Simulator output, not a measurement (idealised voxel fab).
This section sets out a process module, namely voxel lift off.
We display cut, a cross-section 285 nm in width whose square cells are each 5 nm.
When this document writes out a cross-section, it uses a grid of square cells and lists it as bands, beginning at the top and moving down, with a band standing for one or more rows of cells.
Basically the band line says how high the top is and how high the bottom is, in nm, and then what's in it from left to right, every material with its width in nm. Empty space shows up as "blank", and if a single material carries "full width" it runs the full band edge to edge.
We count height from 0. Below that, the starting wafer is all one material. The lowest band never ends at the bottom but goes on down; see "top 0, no bottom" for how that is written.
Width "30..40": first value at the band's top row of cells, second value at its bottom row, equal change from row to row.
Take "stayed the same" at face value: in the step it is given for, the cross-section changed in none of its cells.
Each empty space that has no open way to the top and spans at least 8 cells appears under "Enclosed internal cavities" as width x height at distance, the distance counted from the left edge, all in nm.
Step line, after settings: the simulator's comment on this step.
What "overlay nm" on a step's line means: if the step has a mask, that mask lay this far to the right of its planned place, or, when the value is negative, to the left.
THIS SECTION LISTS THE PROCESS STEPS THAT WERE PLANNED
1: RECEIVE, material Si
2: CONFORMAL_DEP, material Al2O3, thk nm 10
3: PATTERN, tone open, mask id LINES, material resist, width nm 25, pitch nm 50, thk nm 25, overlay nm 0
4: DIRECTIONAL_DEP, material Ru, thk nm 10
5: STRIP, etch materials resist
6: CONFORMAL_DEP, material SiO2, thk nm 5
CROSS-SECTION OF THE WAFER AS IT CAME TO US, I.E., ALREADY THROUGH STEP 1
    top 0, no bottom = Si full width
    Enclosed internal cavities: none
LOOKING AT THE FIRST OF TWO WAFERS IN CROSS-SECTION AT END OF MODULE - RAN TO PLAN
    top 25, bottom 20 = blank 100, then SiO2 35, then blank 15, then SiO2 35, then blank 100
    top 20, bottom 15 = blank 100, then SiO2 5, then Ru 25, then SiO2 5, then blank 15, then SiO2 5, then Ru 25, then SiO2 5, then blank 100
    top 15, bottom 10 = SiO2 105, then Ru 25, then SiO2 25, then Ru 25, then SiO2 105
    top 10, bottom 0 = Al2O3 full width
    top 0, no bottom = Si full width
    Enclosed internal cavities: none
PRESENTED HERE IS A CROSS-SECTION OF THE SECOND OF THE TWO WAFERS AS IT STOOD AT THE END OF THE MODULE. IT WAS STARTED IN THE SAME MANNER AND ASSIGNED THE SAME PLAN AS THE FIRST WAFER; HOWEVER, ONE MISTAKE WAS MADE IN ITS EXECUTION
    top 25, bottom 20 = blank 90, then SiO2 35, then blank 15, then SiO2 35, then blank 110
    top 20, bottom 15 = blank 90, then SiO2 5, then Ru 25, then SiO2 5, then blank 15, then SiO2 5, then Ru 25, then SiO2 5, then blank 110
    top 15, bottom 10 = SiO2 95, then Ru 25, then SiO2 25, then Ru 25, then SiO2 115
    top 10, bottom 0 = Al2O3 full width
    top 0, no bottom = Si full width
    Enclosed internal cavities: none
The mistake made against the process plan was this: step 3 ran as: PATTERN, tone open, mask id LINES, material resist, width nm 25, pitch nm 50, thk nm 25, overlay nm -10
Both wafers, final: cells per material equal; arrangement not.
